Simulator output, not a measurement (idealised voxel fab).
The following process module bears the name voxel self aligned vias.
Section cut is 240 nm wide and gridded with 5 nm square cells.
We lay out every cross-section as a grid of square cells and spell it out in bands from the top down, where one band means one or more rows of cells. Band: top and bottom heights (nm) first, top before bottom; then materials from left to right, widths in nm. "throughout" marks a sole material filling the band edge to edge. "air" denotes empty space. We count height from 0. Below that, the starting wafer is all one material. The lowest band never ends at the bottom but goes on down; see "0 and below" for how that is written. The notation "30..40" denotes a width that varies across the rows of cells in the band, beginning at the first number in the top row, finishing at the second number in the bottom row, and changing by an identical amount from each row to the next. A step reported as "no modification" is a step in which no cell of the cross-section changed. Listed in "Voids, enclosed": every empty space of 8 or more cells without an open way to the top. Form: width x height at distance, the distance being from the left edge, all in nm. If you see something after the settings on a step's line, that's the simulator's own remark about that step. The "overlay nm" setting may appear on a step's line; for a step that uses a mask, it gives how far to the right of its planned position the mask lay, and a negative value indicates the left.
This section lists the process steps that were planned
1: RECEIVE,material Si
2: CONFORMAL_DEP,material SiO2,thk nm 10
3: CONFORMAL_DEP,material SiCN,thk nm 5
4: DIRECTIONAL_DEP,material lowk,thk nm 25
5: PATTERN,tone open,mask id LINES,material resist,width nm 25,pitch nm 60,thk nm 20,overlay nm 0
6: DIRECTIONAL_ETCH,etch materials lowk,depth nm 25
7: STRIP,etch materials resist
8: CONFORMAL_DEP,material TiN,thk nm 5
9: FILL_DEP,material W,thk nm 5
10: CMP,height nm 40
11: SELECTIVE_ETCH,etch materials W Ru TiN,depth nm 10
12: FILL_DEP,material SiN,thk nm 10
13: CMP,height nm 40
14: DIRECTIONAL_DEP,material lowk,thk nm 20
15: DIRECTIONAL_DEP,material aC,thk nm 10
16: PATTERN,tone open,mask id VIAS,material resist,width nm 45,pitch nm 120,thk nm 30,overlay nm 0
17: DIRECTIONAL_ETCH,etch materials aC,depth nm 10
18: STRIP,etch materials resist
19: DIRECTIONAL_ETCH,etch materials lowk,depth nm 20
20: DIRECTIONAL_ETCH,etch materials SiN,depth nm 10
21: STRIP,etch materials aC
22: CONFORMAL_DEP,material TiN,thk nm 5
23: FILL_DEP,material Cu,thk nm 5
24: CMP,height nm 60
25: CONFORMAL_DEP,material SiN,thk nm 5
The first of a set of two wafers, run to plan
Step 1 complete: cross-section of the wafer as received
	0 and below | Si throughout
	Voids, enclosed: none
You're looking at a cross-section of the wafer after step 2
	10 down to 0 | SiO2 throughout
	Anything lower than 0 is untouched.
You're looking at a cross-section of the wafer after step 3
	15 down to 10 | SiCN throughout
	Anything lower than 10 is untouched.
You're looking at a cross-section of the wafer after step 4
	40 down to 15 | lowk throughout
	Anything lower than 15 is untouched.
You're looking at a cross-section of the wafer after step 5
	60 down to 40 | resist 45; air 25; resist 35; air 25; resist 35; air 25; resist 50
	Anything lower than 40 is untouched.
You're looking at a cross-section of the wafer after step 6
	60 down to 40 | resist 45; air 25; resist 35; air 25; resist 35; air 25; resist 50
	40 down to 15 | lowk 45; air 25; lowk 35; air 25; lowk 35; air 25; lowk 50
	Anything lower than 15 is untouched.
You're looking at a cross-section of the wafer after step 7
	40 down to 15 | lowk 45; air 25; lowk 35; air 25; lowk 35; air 25; lowk 50
	Anything lower than 15 is untouched.
You're looking at a cross-section of the wafer after step 8
	45 down to 40 | TiN 50; air 15; TiN 45; air 15; TiN 45; air 15; TiN 55
	40 down to 20 | lowk 45; TiN 5; air 15; TiN 5; lowk 35; TiN 5; air 15; TiN 5; lowk 35; TiN 5; air 15; TiN 5; lowk 50
	20 down to 15 | lowk 45; TiN 25; lowk 35; TiN 25; lowk 35; TiN 25; lowk 50
	Anything lower than 15 is untouched.
You're looking at a cross-section of the wafer after step 9
	50 down to 45 | W throughout
	45 down to 40 | TiN 50; W 15; TiN 45; W 15; TiN 45; W 15; TiN 55
	40 down to 20 | lowk 45; TiN 5; W 15; TiN 5; lowk 35; TiN 5; W 15; TiN 5; lowk 35; TiN 5; W 15; TiN 5; lowk 50
	Anything lower than 20 is untouched.
You're looking at a cross-section of the wafer after step 10
	40 down to 20 | lowk 45; TiN 5; W 15; TiN 5; lowk 35; TiN 5; W 15; TiN 5; lowk 35; TiN 5; W 15; TiN 5; lowk 50
	Anything lower than 20 is untouched.
You're looking at a cross-section of the wafer after step 11
	40 down to 30 | lowk 45; air 25; lowk 35; air 25; lowk 35; air 25; lowk 50
	Anything lower than 30 is untouched.
You're looking at a cross-section of the wafer after step 12
	50 down to 40 | SiN throughout
	40 down to 30 | lowk 45; SiN 25; lowk 35; SiN 25; lowk 35; SiN 25; lowk 50
	Anything lower than 30 is untouched.
You're looking at a cross-section of the wafer after step 13
	40 down to 30 | lowk 45; SiN 25; lowk 35; SiN 25; lowk 35; SiN 25; lowk 50
	Anything lower than 30 is untouched.
You're looking at a cross-section of the wafer after step 14
	60 down to 40 | lowk throughout
	Anything lower than 40 is untouched.
You're looking at a cross-section of the wafer after step 15
	70 down to 60 | aC throughout
	Anything lower than 60 is untouched.
You're looking at a cross-section of the wafer after step 16
	100 down to 70 | resist 35; air 45; resist 75; air 45; resist 40
	Anything lower than 70 is untouched.
You're looking at a cross-section of the wafer after step 17
	90 down to 70 | resist 35; air 45; resist 75; air 45; resist 40
	70 down to 60 | aC 35; air 45; aC 75; air 45; aC 40
	Anything lower than 60 is untouched.
You're looking at a cross-section of the wafer after step 18
	70 down to 60 | aC 35; air 45; aC 75; air 45; aC 40
	Anything lower than 60 is untouched.
You're looking at a cross-section of the wafer after step 19
	70 down to 60 | aC 35; air 45; aC 75; air 45; aC 40
	60 down to 40 | lowk 35; air 45; lowk 75; air 45; lowk 40
	Anything lower than 40 is untouched.
You're looking at a cross-section of the wafer after step 20
	70 down to 60 | aC 35; air 45; aC 75; air 45; aC 40
	60 down to 40 | lowk 35; air 45; lowk 75; air 45; lowk 40
	40 down to 30 | lowk 45; air 25; lowk 35; SiN 25; lowk 35; air 25; lowk 50
	Anything lower than 30 is untouched.
You're looking at a cross-section of the wafer after step 21
	60 down to 40 | lowk 35; air 45; lowk 75; air 45; lowk 40
	Anything lower than 40 is untouched.
You're looking at a cross-section of the wafer after step 22
	65 down to 60 | TiN 40; air 35; TiN 85; air 35; TiN 45
	60 down to 45 | lowk 35; TiN 5; air 35; TiN 5; lowk 75; TiN 5; air 35; TiN 5; lowk 40
	45 down to 40 | lowk 35; TiN 15; air 15; TiN 15; lowk 75; TiN 15; air 15; TiN 15; lowk 40
	40 down to 35 | lowk 45; TiN 5; air 15; TiN 5; lowk 35; SiN 25; lowk 35; TiN 5; air 15; TiN 5; lowk 50
	35 down to 30 | lowk 45; TiN 25; lowk 35; SiN 25; lowk 35; TiN 25; lowk 50
	Anything lower than 30 is untouched.
You're looking at a cross-section of the wafer after step 23
	70 down to 65 | Cu throughout
	65 down to 60 | TiN 40; Cu 35; TiN 85; Cu 35; TiN 45
	60 down to 45 | lowk 35; TiN 5; Cu 35; TiN 5; lowk 75; TiN 5; Cu 35; TiN 5; lowk 40
	45 down to 40 | lowk 35; TiN 15; Cu 15; TiN 15; lowk 75; TiN 15; Cu 15; TiN 15; lowk 40
	40 down to 35 | lowk 45; TiN 5; Cu 15; TiN 5; lowk 35; SiN 25; lowk 35; TiN 5; Cu 15; TiN 5; lowk 50
	Anything lower than 35 is untouched.
You're looking at a cross-section of the wafer after step 24
	60 down to 45 | lowk 35; TiN 5; Cu 35; TiN 5; lowk 75; TiN 5; Cu 35; TiN 5; lowk 40
	Anything lower than 45 is untouched.
You're looking at a cross-section of the wafer after step 25
	65 down to 60 | SiN throughout
	Anything lower than 60 is untouched.
Companion wafer, the second of two: same beginning, same intended sequence, one mistake in carrying it out; through step 15 inclusive it tracks the first exactly
X-section, second wafer, when step 16 was due to finish
	100 down to 70 | resist 40; air 40; resist 80; air 40; resist 40
	Anything lower than 70 is untouched.
X-section, second wafer, when step 17 was due to finish
	90 down to 70 | resist 40; air 40; resist 80; air 40; resist 40
	70 down to 60 | aC 40; air 40; aC 80; air 40; aC 40
	Anything lower than 60 is untouched.
X-section, second wafer, when step 18 was due to finish
	70 down to 60 | aC 40; air 40; aC 80; air 40; aC 40
	Anything lower than 60 is untouched.
X-section, second wafer, when step 19 was due to finish
	70 down to 60 | aC 40; air 40; aC 80; air 40; aC 40
	60 down to 40 | lowk 40; air 40; lowk 80; air 40; lowk 40
	Anything lower than 40 is untouched.
X-section, second wafer, when step 20 was due to finish
	70 down to 60 | aC 40; air 40; aC 80; air 40; aC 40
	60 down to 40 | lowk 40; air 40; lowk 80; air 40; lowk 40
	40 down to 30 | lowk 45; air 25; lowk 35; SiN 25; lowk 35; air 25; lowk 50
	Anything lower than 30 is untouched.
X-section, second wafer, when step 21 was due to finish
	60 down to 40 | lowk 40; air 40; lowk 80; air 40; lowk 40
	Anything lower than 40 is untouched.
X-section, second wafer, when step 22 was due to finish
	65 down to 60 | TiN 45; air 30; TiN 90; air 30; TiN 45
	60 down to 45 | lowk 40; TiN 5; air 30; TiN 5; lowk 80; TiN 5; air 30; TiN 5; lowk 40
	45 down to 40 | lowk 40; TiN 10; air 15; TiN 15; lowk 80; TiN 10; air 15; TiN 15; lowk 40
	40 down to 35 | lowk 45; TiN 5; air 15; TiN 5; lowk 35; SiN 25; lowk 35; TiN 5; air 15; TiN 5; lowk 50
	35 down to 30 | lowk 45; TiN 25; lowk 35; SiN 25; lowk 35; TiN 25; lowk 50
	Anything lower than 30 is untouched.
X-section, second wafer, when step 23 was due to finish
	70 down to 65 | Cu throughout
	65 down to 60 | TiN 45; Cu 30; TiN 90; Cu 30; TiN 45
	60 down to 45 | lowk 40; TiN 5; Cu 30; TiN 5; lowk 80; TiN 5; Cu 30; TiN 5; lowk 40
	45 down to 40 | lowk 40; TiN 10; Cu 15; TiN 15; lowk 80; TiN 10; Cu 15; TiN 15; lowk 40
	40 down to 35 | lowk 45; TiN 5; Cu 15; TiN 5; lowk 35; SiN 25; lowk 35; TiN 5; Cu 15; TiN 5; lowk 50
	Anything lower than 35 is untouched.
X-section, second wafer, when step 24 was due to finish
	60 down to 45 | lowk 40; TiN 5; Cu 30; TiN 5; lowk 80; TiN 5; Cu 30; TiN 5; lowk 40
	Anything lower than 45 is untouched.
X-section, second wafer, when step 25 was due to finish
	65 down to 60 | SiN throughout
	Anything lower than 60 is untouched.
It is concluded that the wafer was processed incorrectly with respect to the plan, in that step 16 deviated from plan and actually ran as PATTERN,tone open,mask id VIAS,material resist,width nm 40,pitch nm 120,thk nm 30,overlay nm 0
Per the end-of-run cell counts, the second wafer holds more or fewer of some materials than the first: Cu: 6 fewer, TiN: 2 fewer, lowk: 8 more
